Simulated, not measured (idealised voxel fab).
The following is a process module called voxel wiring stack.
In the cross-section labelled cut, the width is 210 nm and each square cell is 5 nm.
The cross-sections in this document take the form of a grid made of square cells. They are written out as bands, in order from top to bottom. Each band consists of one or more rows of cells. Band: top and bottom heights (nm) first, top before bottom; then materials from left to right, widths in nm. "all across" marks a sole material filling the band edge to edge. "blank" denotes empty space. Height reference: 0 = level under which incoming wafer is all one material. Lowest band: no bottom, runs on downward, e.g. "0..down". Quick explanation for "30 to 40": the width changes in equal steps down the rows of cells, from the first number in the band's top row to the second number in its bottom row. "left unchanged" -> step changed no cross-section cell. The entry titled "Non-vented voids" provides the empty spaces that have no open way to the top, restricted to those of 8 cells or more. Each is presented as width x height at distance, the distance being measured from the left edge, with all three in nm. Whatever follows a step's settings on its line is a remark the simulator itself makes about that step. The "overlay nm" setting may appear on a step's line; for a step that uses a mask, it gives how far to the right of its planned position the mask lay, and a negative value indicates the left.

### Below is the list of planned process steps
1: op RECEIVE | material Si
2: op CONFORMAL_DEP | material SiO2 | thk nm 15
3: op DIRECTIONAL_DEP | material TiN | thk nm 5
4: op DIRECTIONAL_DEP | material Ru | thk nm 25
5: op DIRECTIONAL_DEP | material aC | thk nm 15
6: op PATTERN | tone cover | mask id METAL_1 | material resist | width nm 30 | pitch nm 55 | thk nm 35 | overlay nm 0
7: op DIRECTIONAL_ETCH | etch materials aC | depth nm 15
8: op STRIP | etch materials resist
9: op DIRECTIONAL_ETCH | etch materials Ru | depth nm 25
10: op DIRECTIONAL_ETCH | etch materials TiN | depth nm 5
11: op STRIP | etch materials aC
12: op CONFORMAL_DEP | material SiN | thk nm 5
13: op FILL_DEP | material SiO2 | thk nm 5
14: op CMP | height nm 45
15: op CONFORMAL_DEP | material SiCN | thk nm 5
16: op DIRECTIONAL_DEP | material SiO2 | thk nm 35
17: op MASKED_ETCH | tone open | mask id METAL_2_HOLES | width nm 15 | pitch nm 55 | etch materials SiO2 | depth nm 35 | overlay nm 0
18: op MASKED_ETCH | tone open | mask id METAL_2 | width nm 30 | pitch nm 55 | etch materials SiO2 | depth nm 20 | overlay nm 0
19: op MASKED_ETCH | tone open | mask id METAL_2 | width nm 30 | pitch nm 55 | etch materials SiCN | depth nm 5 | overlay nm 0
20: op CONFORMAL_DEP | material TiN | thk nm 5
21: op FILL_DEP | material Ru | thk nm 5
22: op CMP | height nm 85
23: op CONFORMAL_DEP | material SiCN | thk nm 5
24: op DIRECTIONAL_DEP | material lowk | thk nm 15
25: op PATTERN | tone open | mask id PLUG_2 | material resist | width nm 15 | thk nm 20 | overlay nm 0
26: op DIRECTIONAL_ETCH | etch materials lowk | depth nm 15
27: op DIRECTIONAL_ETCH | etch materials SiCN | depth nm 5
28: op STRIP | etch materials resist
29: op EPI | material Ru | thk nm 10
30: op EPI | material Ru | thk nm 10
31: op DIRECTIONAL_DEP | material TiN | thk nm 5
32: op DIRECTIONAL_DEP | material Ru | thk nm 15
33: op MASKED_ETCH | tone cover | mask id METAL_3 | width nm 30 | pitch nm 55 | etch materials Ru | depth nm 15 | overlay nm 0
34: op MASKED_ETCH | tone cover | mask id METAL_3 | width nm 30 | pitch nm 55 | etch materials TiN | depth nm 5 | overlay nm 0
35: op CONFORMAL_DEP | material SiN | thk nm 5
36: op FILL_DEP | material SiO2 | thk nm 10
37: op CMP | height nm 125
38: op CONFORMAL_DEP | material SiN | thk nm 5

### as received, after step 1
* 0..down | Si all across
* Non-vented voids: none

### The cross-section shown corresponds to the wafer at the conclusion of the module. The initial structure and the process plan are those presented above; however, one mistake occurred in executing the plan
* 130..125 | SiN all across
* 125..110 | 55 SiO2; 5 SiN; 30 Ru; 5 SiN; 15 SiO2; 5 SiN; 30 Ru; 5 SiN; 60 SiO2
* 110..105 | 60 SiN; 30 TiN; 25 SiN; 30 TiN; 65 SiN
* 105..90 | 70 lowk; 15 Ru; 125 lowk
* 90..85 | 70 SiCN; 15 Ru; 125 SiCN
* 85..70 | 60 SiO2; 5 TiN; 20 Ru; 5 TiN; 25 SiO2; 5 TiN; 20 Ru; 5 TiN; 65 SiO2
* 70..65 | 60 SiO2; 5 TiN; 5 Ru; 20 TiN; 25 SiO2; 5 TiN; 5 Ru; 20 TiN; 65 SiO2
* 65..50 | 60 SiO2; 5 TiN; 5 Ru; 5 TiN; 40 SiO2; 5 TiN; 5 Ru; 5 TiN; 80 SiO2
* 50..45 | 60 SiCN; 15 TiN; 40 SiCN; 15 TiN; 80 SiCN
* 45..20 | 55 SiO2; 5 SiN; 30 Ru; 5 SiN; 15 SiO2; 5 SiN; 30 Ru; 5 SiN; 60 SiO2
* 20..15 | 60 SiN; 30 TiN; 25 SiN; 30 TiN; 65 SiN
* 15..0 | SiO2 all across
* 0..down | Si all across
* Non-vented voids: none
Finding, execution versus plan: step 25 went in with a setting other than planned; the actual run was op PATTERN | tone open | mask id PLUG_2 | material resist | width nm 15 | thk nm 20 | overlay nm 10
